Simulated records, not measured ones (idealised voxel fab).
process module | voxel transistor to metal
cross-section cut | 195 nm wide | cells 5 nm
A cross-section is a grid of square cells, given in bands from the top down. A band is one or more rows of cells.
Each band's line starts with the height of the band's top and of its bottom, in nm. Then come its materials from left to right, each with its width in nm. One material with "throughout" fills the band from edge to edge. "air" is empty space.
Height 0 is the level under which the wafer as received is all one material. The lowest band goes on downwards, as in "0 down".
A width such as "30 to 40" changes by the same amount from each row of cells to the next, from the band's top row to its bottom row.
"no change" after a step means that no cell of the cross-section changed.
closed voids: empty space of 8 cells or more with no open way to the top, each as width x height at its distance from the left edge, in nm
after a step's settings: what the simulator itself notes on the step
overlay nm, on a step with a mask: how far to the right of its planned place the mask lay; to the left if negative
plan
1 op RECEIVE | material Si
2 op CONFORMAL_DEP | material SiO2 | thk nm 5
3 op CONFORMAL_DEP | material SiN | thk nm 10
4 op MASKED_ETCH | tone cover | mask id ACTIVE | width nm 115 | etch materials SiN | depth nm 10 | overlay nm 0
5 op MASKED_ETCH | tone cover | mask id ACTIVE | width nm 115 | etch materials SiO2 | depth nm 5 | overlay nm 0
6 op MASKED_ETCH | tone cover | mask id ACTIVE | width nm 115 | etch materials Si | depth nm 30 | overlay nm 0
7 op FILL_DEP | material SiO2 | thk nm 5
8 op CMP | height nm 15
9 op SELECTIVE_ETCH | etch materials SiO2 | depth nm 5
10 op STRIP | etch materials SiN
11 op SELECTIVE_ETCH | etch materials SiO2 | depth nm 5
12 op OXIDIZE | depth nm 5
13 op DIRECTIONAL_DEP | material polySi | thk nm 20
14 op DIRECTIONAL_DEP | material SiCN | thk nm 10
15 op PATTERN | tone cover | mask id GATE | material resist | width nm 25 | thk nm 15 | overlay nm 0
16 op DIRECTIONAL_ETCH | etch materials SiCN | depth nm 20
17 op DIRECTIONAL_ETCH | etch materials polySi | depth nm 30
18 op STRIP | etch materials resist
19 op CONFORMAL_DEP | material SiO2 | thk nm 5
20 op DIRECTIONAL_ETCH | etch materials SiO2 | depth nm 5
21 op CONFORMAL_DEP | material SiN | thk nm 10
22 op DIRECTIONAL_ETCH | etch materials SiN | depth nm 10
23 op DIRECTIONAL_ETCH | etch materials SiO2 | depth nm 5
24 op DIRECTIONAL_ETCH | etch materials Si | depth nm 15
25 op EPI | material SiGe | thk nm 15
26 op FILL_DEP | material SiO2 | thk nm 5
27 op CMP | height nm 20
28 op STRIP | etch materials polySi
29 op SELECTIVE_ETCH | etch materials SiO2 | depth nm 5
30 op CONFORMAL_DEP | material HfO2 | thk nm 5
31 op CONFORMAL_DEP | material TiN | thk nm 5
32 op FILL_DEP | material W | thk nm 10
33 op CMP | height nm 15
34 op DIRECTIONAL_DEP | material SiO2 | thk nm 15
35 op MASKED_ETCH | tone open | mask id CONTACT | width nm 15 | pitch nm 80 | etch materials SiO2 | depth nm 20 | overlay nm 0
36 op CONFORMAL_DEP | material TiN | thk nm 5
37 op FILL_DEP | material W | thk nm 10
38 op CMP | height nm 30
39 op CONFORMAL_DEP | material SiCN | thk nm 5
40 op DIRECTIONAL_DEP | material SiO2 | thk nm 25
41 op MASKED_ETCH | tone open | mask id METAL_1 | width nm 15 | pitch nm 80 | etch materials SiO2 | depth nm 25 | overlay nm 0
42 op MASKED_ETCH | tone open | mask id METAL_1 | width nm 15 | pitch nm 80 | etch materials SiCN | depth nm 5 | overlay nm 0
43 op CONFORMAL_DEP | material TiN | thk nm 5
44 op FILL_DEP | material Cu | thk nm 5
45 op CMP | height nm 60
46 op CONFORMAL_DEP | material SiCN | thk nm 5
47 op DIRECTIONAL_DEP | material lowk | thk nm 25
48 op MASKED_ETCH | tone open | mask id METAL_2 | width nm 15 | pitch nm 80 | etch materials lowk | depth nm 15 | overlay nm 0
49 op DIRECTIONAL_DEP | material aC | thk nm 10
50 op PATTERN | tone open | mask id METAL_2_HOLES | material resist | width nm 15 | pitch nm 80 | thk nm 30 | overlay nm 0
51 op DIRECTIONAL_ETCH | etch materials aC | depth nm 10
52 op STRIP | etch materials resist
53 op DIRECTIONAL_ETCH | etch materials lowk | depth nm 10
54 op DIRECTIONAL_ETCH | etch materials SiCN | depth nm 5
55 op STRIP | etch materials aC
56 op CONFORMAL_DEP | material TiN | thk nm 5
57 op FILL_DEP | material Cu | thk nm 10
58 op CMP | height nm 90
59 op CONFORMAL_DEP | material SiN | thk nm 5
first wafer, as planned
as received, after step 1
  0 down: Si throughout
  closed voids: none
after step 2
  5 to 0: SiO2 throughout
  below 0: unchanged
after step 3
  15 to 5: SiN throughout
  below 5: unchanged
after step 4
  15 to 5: air 40 | SiN 115 | air 40
  below 5: unchanged
after step 5
  15 to 5: air 40 | SiN 115 | air 40
  5 to 0: air 40 | SiO2 115 | air 40
  below 0: unchanged
after step 6
  15 to 5: air 40 | SiN 115 | air 40
  5 to 0: air 40 | SiO2 115 | air 40
  0 to -30: air 40 | Si 115 | air 40
  below -30: unchanged
after step 7
  20 to 15: SiO2 throughout
  15 to 5: SiO2 40 | SiN 115 | SiO2 40
  5 to 0: SiO2 throughout
  0 to -30: SiO2 40 | Si 115 | SiO2 40
  below -30: unchanged
after step 8
  15 to 5: SiO2 40 | SiN 115 | SiO2 40
  below 5: unchanged
after step 9
  15 to 10: air 40 | SiN 115 | air 40
  below 10: unchanged
after step 10
  10 to 5: SiO2 40 | air 115 | SiO2 40
  below 5: unchanged
after step 11
  5 to 0: SiO2 35 | air 125 | SiO2 35
  below 0: unchanged
after step 12
  5 to 0: SiO2 35 | air 125 | SiO2 35
  0 to -5: SiO2 throughout
  below -5: unchanged
after step 13
  25 to 20: polySi 35 | air 125 | polySi 35
  20 to 5: polySi throughout
  5 to 0: SiO2 35 | polySi 125 | SiO2 35
  below 0: unchanged
after step 14
  35 to 30: SiCN 35 | air 125 | SiCN 35
  30 to 25: SiCN throughout
  25 to 20: polySi 35 | SiCN 125 | polySi 35
  below 20: unchanged
after step 15
  50 to 35: air 85 | resist 25 | air 85
  35 to 30: SiCN 35 | air 50 | resist 25 | air 50 | SiCN 35
  below 30: unchanged
after step 16
  50 to 30: air 85 | resist 25 | air 85
  30 to 25: air 85 | SiCN 25 | air 85
  25 to 20: polySi 35 | air 50 | SiCN 25 | air 50 | polySi 35
  below 20: unchanged
after step 17
  50 to 30: air 85 | resist 25 | air 85
  30 to 20: air 85 | SiCN 25 | air 85
  20 to 5: air 85 | polySi 25 | air 85
  5 to 0: SiO2 35 | air 50 | polySi 25 | air 50 | SiO2 35
  below 0: unchanged
after step 18
  30 to 20: air 85 | SiCN 25 | air 85
  below 20: unchanged
after step 19
  35 to 30: air 80 | SiO2 35 | air 80
  30 to 20: air 80 | SiO2 5 | SiCN 25 | SiO2 5 | air 80
  20 to 10: air 80 | SiO2 5 | polySi 25 | SiO2 5 | air 80
  10 to 5: SiO2 40 | air 40 | SiO2 5 | polySi 25 | SiO2 5 | air 40 | SiO2 40
  5 to 0: SiO2 85 | polySi 25 | SiO2 85
  below 0: unchanged
after step 20
  30 to 20: air 80 | SiO2 5 | SiCN 25 | SiO2 5 | air 80
  20 to 5: air 80 | SiO2 5 | polySi 25 | SiO2 5 | air 80
  5 to 0: SiO2 40 | air 40 | SiO2 5 | polySi 25 | SiO2 5 | air 40 | SiO2 40
  below 0: unchanged
after step 21
  40 to 30: air 70 | SiN 55 | air 70
  30 to 20: air 70 | SiN 10 | SiO2 5 | SiCN 25 | SiO2 5 | SiN 10 | air 70
  20 to 15: air 70 | SiN 10 | SiO2 5 | polySi 25 | SiO2 5 | SiN 10 | air 70
  15 to 10: SiN 50 | air 20 | SiN 10 | SiO2 5 | polySi 25 | SiO2 5 | SiN 10 | air 20 | SiN 50
  10 to 5: SiN 80 | SiO2 5 | polySi 25 | SiO2 5 | SiN 80
  5 to 0: SiO2 40 | SiN 40 | SiO2 5 | polySi 25 | SiO2 5 | SiN 40 | SiO2 40
  below 0: unchanged
after step 22
  30 to 20: air 70 | SiN 10 | SiO2 5 | SiCN 25 | SiO2 5 | SiN 10 | air 70
  20 to 5: air 70 | SiN 10 | SiO2 5 | polySi 25 | SiO2 5 | SiN 10 | air 70
  5 to 0: SiO2 40 | SiN 10 | air 20 | SiN 10 | SiO2 5 | polySi 25 | SiO2 5 | SiN 10 | air 20 | SiN 10 | SiO2 40
  below 0: unchanged
after step 23
  30 to 25: air 70 | SiN 10 | air 5 | SiCN 25 | air 5 | SiN 10 | air 70
  25 to 20: air 70 | SiN 10 | SiO2 5 | SiCN 25 | SiO2 5 | SiN 10 | air 70
  20 to 5: air 70 | SiN 10 | SiO2 5 | polySi 25 | SiO2 5 | SiN 10 | air 70
  5 to 0: air 40 | SiN 10 | air 20 | SiN 10 | SiO2 5 | polySi 25 | SiO2 5 | SiN 10 | air 20 | SiN 10 | air 40
  0 to -5: SiO2 50 | air 20 | SiO2 55 | air 20 | SiO2 50
  below -5: unchanged
after step 24
  30 to 25: air 70 | SiN 10 | air 5 | SiCN 25 | air 5 | SiN 10 | air 70
  25 to 20: air 70 | SiN 10 | SiO2 5 | SiCN 25 | SiO2 5 | SiN 10 | air 70
  20 to 5: air 70 | SiN 10 | SiO2 5 | polySi 25 | SiO2 5 | SiN 10 | air 70
  5 to 0: air 40 | SiN 10 | air 20 | SiN 10 | SiO2 5 | polySi 25 | SiO2 5 | SiN 10 | air 20 | SiN 10 | air 40
  0 to -5: SiO2 50 | air 20 | SiO2 55 | air 20 | SiO2 50
  -5 to -20: SiO2 40 | Si 10 | air 20 | Si 55 | air 20 | Si 10 | SiO2 40
  below -20: unchanged
after step 25
  30 to 25: air 70 | SiN 10 | air 5 | SiCN 25 | air 5 | SiN 10 | air 70
  25 to 20: air 70 | SiN 10 | SiO2 5 | SiCN 25 | SiO2 5 | SiN 10 | air 70
  20 to 10: air 70 | SiN 10 | SiO2 5 | polySi 25 | SiO2 5 | SiN 10 | air 70
  10 to 5: air 45 | SiGe 25 | SiN 10 | SiO2 5 | polySi 25 | SiO2 5 | SiN 10 | SiGe 25 | air 45
  5 to 0: air 40 | SiN 10 | SiGe 20 | SiN 10 | SiO2 5 | polySi 25 | SiO2 5 | SiN 10 | SiGe 20 | SiN 10 | air 40
  0 to -5: SiO2 50 | SiGe 20 | SiO2 55 | SiGe 20 | SiO2 50
  -5 to -20: SiO2 40 | Si 10 | SiGe 20 | Si 55 | SiGe 20 | Si 10 | SiO2 40
  below -20: unchanged
after step 26
  35 to 30: SiO2 throughout
  30 to 20: SiO2 70 | SiN 10 | SiO2 5 | SiCN 25 | SiO2 5 | SiN 10 | SiO2 70
  20 to 10: SiO2 70 | SiN 10 | SiO2 5 | polySi 25 | SiO2 5 | SiN 10 | SiO2 70
  10 to 5: SiO2 45 | SiGe 25 | SiN 10 | SiO2 5 | polySi 25 | SiO2 5 | SiN 10 | SiGe 25 | SiO2 45
  5 to 0: SiO2 40 | SiN 10 | SiGe 20 | SiN 10 | SiO2 5 | polySi 25 | SiO2 5 | SiN 10 | SiGe 20 | SiN 10 | SiO2 40
  below 0: unchanged
after step 27
  20 to 10: SiO2 70 | SiN 10 | SiO2 5 | polySi 25 | SiO2 5 | SiN 10 | SiO2 70
  below 10: unchanged
after step 28
  20 to 10: SiO2 70 | SiN 10 | SiO2 5 | air 25 | SiO2 5 | SiN 10 | SiO2 70
  10 to 5: SiO2 45 | SiGe 25 | SiN 10 | SiO2 5 | air 25 | SiO2 5 | SiN 10 | SiGe 25 | SiO2 45
  5 to 0: SiO2 40 | SiN 10 | SiGe 20 | SiN 10 | SiO2 5 | air 25 | SiO2 5 | SiN 10 | SiGe 20 | SiN 10 | SiO2 40
  below 0: unchanged
after step 29
  20 to 15: air 70 | SiN 10 | air 35 | SiN 10 | air 70
  15 to 10: SiO2 70 | SiN 10 | air 35 | SiN 10 | SiO2 70
  10 to 5: SiO2 45 | SiGe 25 | SiN 10 | air 35 | SiN 10 | SiGe 25 | SiO2 45
  5 to 0: SiO2 40 | SiN 10 | SiGe 20 | SiN 10 | air 35 | SiN 10 | SiGe 20 | SiN 10 | SiO2 40
  0 to -5: SiO2 50 | SiGe 20 | SiO2 10 | air 35 | SiO2 10 | SiGe 20 | SiO2 50
  below -5: unchanged
after step 30
  25 to 20: air 65 | HfO2 20 | air 25 | HfO2 20 | air 65
  20 to 15: HfO2 70 | SiN 10 | HfO2 5 | air 25 | HfO2 5 | SiN 10 | HfO2 70
  15 to 10: SiO2 70 | SiN 10 | HfO2 5 | air 25 | HfO2 5 | SiN 10 | SiO2 70
  10 to 5: SiO2 45 | SiGe 25 | SiN 10 | HfO2 5 | air 25 | HfO2 5 | SiN 10 | SiGe 25 | SiO2 45
  5 to 0: SiO2 40 | SiN 10 | SiGe 20 | SiN 10 | HfO2 5 | air 25 | HfO2 5 | SiN 10 | SiGe 20 | SiN 10 | SiO2 40
  0 to -5: SiO2 50 | SiGe 20 | SiO2 10 | HfO2 35 | SiO2 10 | SiGe 20 | SiO2 50
  below -5: unchanged
after step 31
  30 to 25: air 60 | TiN 30 | air 15 | TiN 30 | air 60
  25 to 20: TiN 65 | HfO2 20 | TiN 5 | air 15 | TiN 5 | HfO2 20 | TiN 65
  20 to 15: HfO2 70 | SiN 10 | HfO2 5 | TiN 5 | air 15 | TiN 5 | HfO2 5 | SiN 10 | HfO2 70
  15 to 10: SiO2 70 | SiN 10 | HfO2 5 | TiN 5 | air 15 | TiN 5 | HfO2 5 | SiN 10 | SiO2 70
  10 to 5: SiO2 45 | SiGe 25 | SiN 10 | HfO2 5 | TiN 5 | air 15 | TiN 5 | HfO2 5 | SiN 10 | SiGe 25 | SiO2 45
  5 to 0: SiO2 40 | SiN 10 | SiGe 20 | SiN 10 | HfO2 5 | TiN 25 | HfO2 5 | SiN 10 | SiGe 20 | SiN 10 | SiO2 40
  below 0: unchanged
after step 32
  40 to 30: W throughout
  30 to 25: W 60 | TiN 30 | W 15 | TiN 30 | W 60
  25 to 20: TiN 65 | HfO2 20 | TiN 5 | W 15 | TiN 5 | HfO2 20 | TiN 65
  20 to 15: HfO2 70 | SiN 10 | HfO2 5 | TiN 5 | W 15 | TiN 5 | HfO2 5 | SiN 10 | HfO2 70
  15 to 10: SiO2 70 | SiN 10 | HfO2 5 | TiN 5 | W 15 | TiN 5 | HfO2 5 | SiN 10 | SiO2 70
  10 to 5: SiO2 45 | SiGe 25 | SiN 10 | HfO2 5 | TiN 5 | W 15 | TiN 5 | HfO2 5 | SiN 10 | SiGe 25 | SiO2 45
  below 5: unchanged
after step 33
  15 to 10: SiO2 70 | SiN 10 | HfO2 5 | TiN 5 | W 15 | TiN 5 | HfO2 5 | SiN 10 | SiO2 70
  below 10: unchanged
after step 34
  30 to 15: SiO2 throughout
  below 15: unchanged
after step 35
  30 to 15: SiO2 50 | air 15 | SiO2 65 | air 15 | SiO2 50
  15 to 10: SiO2 50 | air 15 | SiO2 5 | SiN 10 | HfO2 5 | TiN 5 | W 15 | TiN 5 | HfO2 5 | SiN 10 | SiO2 5 | air 15 | SiO2 50
  below 10: unchanged
after step 36
  35 to 30: TiN 55 | air 5 | TiN 75 | air 5 | TiN 55
  30 to 15: SiO2 50 | TiN 5 | air 5 | TiN 5 | SiO2 65 | TiN 5 | air 5 | TiN 5 | SiO2 50
  15 to 10: SiO2 50 | TiN 15 | SiO2 5 | SiN 10 | HfO2 5 | TiN 5 | W 15 | TiN 5 | HfO2 5 | SiN 10 | SiO2 5 | TiN 15 | SiO2 50
  below 10: unchanged
after step 37
  45 to 35: W throughout
  35 to 30: TiN 55 | W 5 | TiN 75 | W 5 | TiN 55
  30 to 15: SiO2 50 | TiN 5 | W 5 | TiN 5 | SiO2 65 | TiN 5 | W 5 | TiN 5 | SiO2 50
  below 15: unchanged
after step 38
  30 to 15: SiO2 50 | TiN 5 | W 5 | TiN 5 | SiO2 65 | TiN 5 | W 5 | TiN 5 | SiO2 50
  below 15: unchanged
after step 39
  35 to 30: SiCN throughout
  below 30: unchanged
after step 40
  60 to 35: SiO2 throughout
  below 35: unchanged
after step 41
  60 to 35: SiO2 50 | air 15 | SiO2 65 | air 15 | SiO2 50
  below 35: unchanged
after step 42
  60 to 35: SiO2 50 | air 15 | SiO2 65 | air 15 | SiO2 50
  35 to 30: SiCN 50 | air 15 | SiCN 65 | air 15 | SiCN 50
  below 30: unchanged
after step 43
  65 to 60: TiN 55 | air 5 | TiN 75 | air 5 | TiN 55
  60 to 35: SiO2 50 | TiN 5 | air 5 | TiN 5 | SiO2 65 | TiN 5 | air 5 | TiN 5 | SiO2 50
  35 to 30: SiCN 50 | TiN 15 | SiCN 65 | TiN 15 | SiCN 50
  below 30: unchanged
after step 44
  70 to 65: Cu throughout
  65 to 60: TiN 55 | Cu 5 | TiN 75 | Cu 5 | TiN 55
  60 to 35: SiO2 50 | TiN 5 | Cu 5 | TiN 5 | SiO2 65 | TiN 5 | Cu 5 | TiN 5 | SiO2 50
  below 35: unchanged
after step 45
  60 to 35: SiO2 50 | TiN 5 | Cu 5 | TiN 5 | SiO2 65 | TiN 5 | Cu 5 | TiN 5 | SiO2 50
  below 35: unchanged
after step 46
  65 to 60: SiCN throughout
  below 60: unchanged
after step 47
  90 to 65: lowk throughout
  below 65: unchanged
after step 48
  90 to 75: lowk 50 | air 15 | lowk 65 | air 15 | lowk 50
  below 75: unchanged
after step 49
  100 to 90: aC 50 | air 15 | aC 65 | air 15 | aC 50
  90 to 85: lowk 50 | air 15 | lowk 65 | air 15 | lowk 50
  85 to 75: lowk 50 | aC 15 | lowk 65 | aC 15 | lowk 50
  below 75: unchanged
after step 50
  130 to 100: resist 50 | air 15 | resist 65 | air 15 | resist 50
  below 100: unchanged
after step 51
  120 to 100: resist 50 | air 15 | resist 65 | air 15 | resist 50
  100 to 90: aC 50 | air 15 | aC 65 | air 15 | aC 50
  90 to 75: lowk 50 | air 15 | lowk 65 | air 15 | lowk 50
  below 75: unchanged
after step 52
  100 to 90: aC 50 | air 15 | aC 65 | air 15 | aC 50
  below 90: unchanged
after step 53
  100 to 90: aC 50 | air 15 | aC 65 | air 15 | aC 50
  90 to 65: lowk 50 | air 15 | lowk 65 | air 15 | lowk 50
  below 65: unchanged
after step 54
  100 to 90: aC 50 | air 15 | aC 65 | air 15 | aC 50
  90 to 65: lowk 50 | air 15 | lowk 65 | air 15 | lowk 50
  65 to 60: SiCN 50 | air 15 | SiCN 65 | air 15 | SiCN 50
  below 60: unchanged
after step 55
  90 to 65: lowk 50 | air 15 | lowk 65 | air 15 | lowk 50
  below 65: unchanged
after step 56
  95 to 90: TiN 55 | air 5 | TiN 75 | air 5 | TiN 55
  90 to 65: lowk 50 | TiN 5 | air 5 | TiN 5 | lowk 65 | TiN 5 | air 5 | TiN 5 | lowk 50
  65 to 60: SiCN 50 | TiN 15 | SiCN 65 | TiN 15 | SiCN 50
  below 60: unchanged
after step 57
  105 to 95: Cu throughout
  95 to 90: TiN 55 | Cu 5 | TiN 75 | Cu 5 | TiN 55
  90 to 65: lowk 50 | TiN 5 | Cu 5 | TiN 5 | lowk 65 | TiN 5 | Cu 5 | TiN 5 | lowk 50
  below 65: unchanged
after step 58
  90 to 65: lowk 50 | TiN 5 | Cu 5 | TiN 5 | lowk 65 | TiN 5 | Cu 5 | TiN 5 | lowk 50
  below 65: unchanged
after step 59
  95 to 90: SiN throughout
  below 90: unchanged
second wafer: like start, like plan, one mistake. Through step 40 it matches the first wafer
when step 41 should have ended
  60 to 35: air 50 | SiO2 15 | air 65 | SiO2 15 | air 50
  below 35: unchanged
when step 42 should have ended: no change
when step 43 should have ended
  65 to 60: air 45 | TiN 25 | air 55 | TiN 25 | air 45
  60 to 40: air 45 | TiN 5 | SiO2 15 | TiN 5 | air 55 | TiN 5 | SiO2 15 | TiN 5 | air 45
  40 to 35: TiN 50 | SiO2 15 | TiN 65 | SiO2 15 | TiN 50
  below 35: unchanged
when step 44 should have ended
  70 to 65: Cu throughout
  65 to 60: Cu 45 | TiN 25 | Cu 55 | TiN 25 | Cu 45
  60 to 40: Cu 45 | TiN 5 | SiO2 15 | TiN 5 | Cu 55 | TiN 5 | SiO2 15 | TiN 5 | Cu 45
  below 40: unchanged
when step 45 should have ended
  60 to 40: Cu 45 | TiN 5 | SiO2 15 | TiN 5 | Cu 55 | TiN 5 | SiO2 15 | TiN 5 | Cu 45
  below 40: unchanged
when step 46 should have ended
  65 to 60: SiCN throughout
  below 60: unchanged
when step 47 should have ended
  90 to 65: lowk throughout
  below 65: unchanged
when step 48 should have ended
  90 to 75: lowk 50 | air 15 | lowk 65 | air 15 | lowk 50
  below 75: unchanged
when step 49 should have ended
  100 to 90: aC 50 | air 15 | aC 65 | air 15 | aC 50
  90 to 85: lowk 50 | air 15 | lowk 65 | air 15 | lowk 50
  85 to 75: lowk 50 | aC 15 | lowk 65 | aC 15 | lowk 50
  below 75: unchanged
when step 50 should have ended
  130 to 100: resist 50 | air 15 | resist 65 | air 15 | resist 50
  below 100: unchanged
when step 51 should have ended
  120 to 100: resist 50 | air 15 | resist 65 | air 15 | resist 50
  100 to 90: aC 50 | air 15 | aC 65 | air 15 | aC 50
  90 to 75: lowk 50 | air 15 | lowk 65 | air 15 | lowk 50
  below 75: unchanged
when step 52 should have ended
  100 to 90: aC 50 | air 15 | aC 65 | air 15 | aC 50
  below 90: unchanged
when step 53 should have ended
  100 to 90: aC 50 | air 15 | aC 65 | air 15 | aC 50
  90 to 65: lowk 50 | air 15 | lowk 65 | air 15 | lowk 50
  below 65: unchanged
when step 54 should have ended
  100 to 90: aC 50 | air 15 | aC 65 | air 15 | aC 50
  90 to 65: lowk 50 | air 15 | lowk 65 | air 15 | lowk 50
  65 to 60: SiCN 50 | air 15 | SiCN 65 | air 15 | SiCN 50
  below 60: unchanged
when step 55 should have ended
  90 to 65: lowk 50 | air 15 | lowk 65 | air 15 | lowk 50
  below 65: unchanged
when step 56 should have ended
  95 to 90: TiN 55 | air 5 | TiN 75 | air 5 | TiN 55
  90 to 65: lowk 50 | TiN 5 | air 5 | TiN 5 | lowk 65 | TiN 5 | air 5 | TiN 5 | lowk 50
  65 to 60: SiCN 50 | TiN 15 | SiCN 65 | TiN 15 | SiCN 50
  below 60: unchanged
when step 57 should have ended
  105 to 95: Cu throughout
  95 to 90: TiN 55 | Cu 5 | TiN 75 | Cu 5 | TiN 55
  90 to 65: lowk 50 | TiN 5 | Cu 5 | TiN 5 | lowk 65 | TiN 5 | Cu 5 | TiN 5 | lowk 50
  below 65: unchanged
when step 58 should have ended
  90 to 65: lowk 50 | TiN 5 | Cu 5 | TiN 5 | lowk 65 | TiN 5 | Cu 5 | TiN 5 | lowk 50
  below 65: unchanged
when step 59 should have ended
  95 to 90: SiN throughout
  below 90: unchanged
what went wrong: step 41 ran as: op MASKED_ETCH | tone cover | mask id METAL_1 | width nm 15 | pitch nm 80 | etch materials SiO2 | depth nm 25 | overlay nm 0
at the end the second wafer has, in cells: 106 more of Cu | 6 more of SiCN | 135 fewer of SiO2 | 23 more of TiN
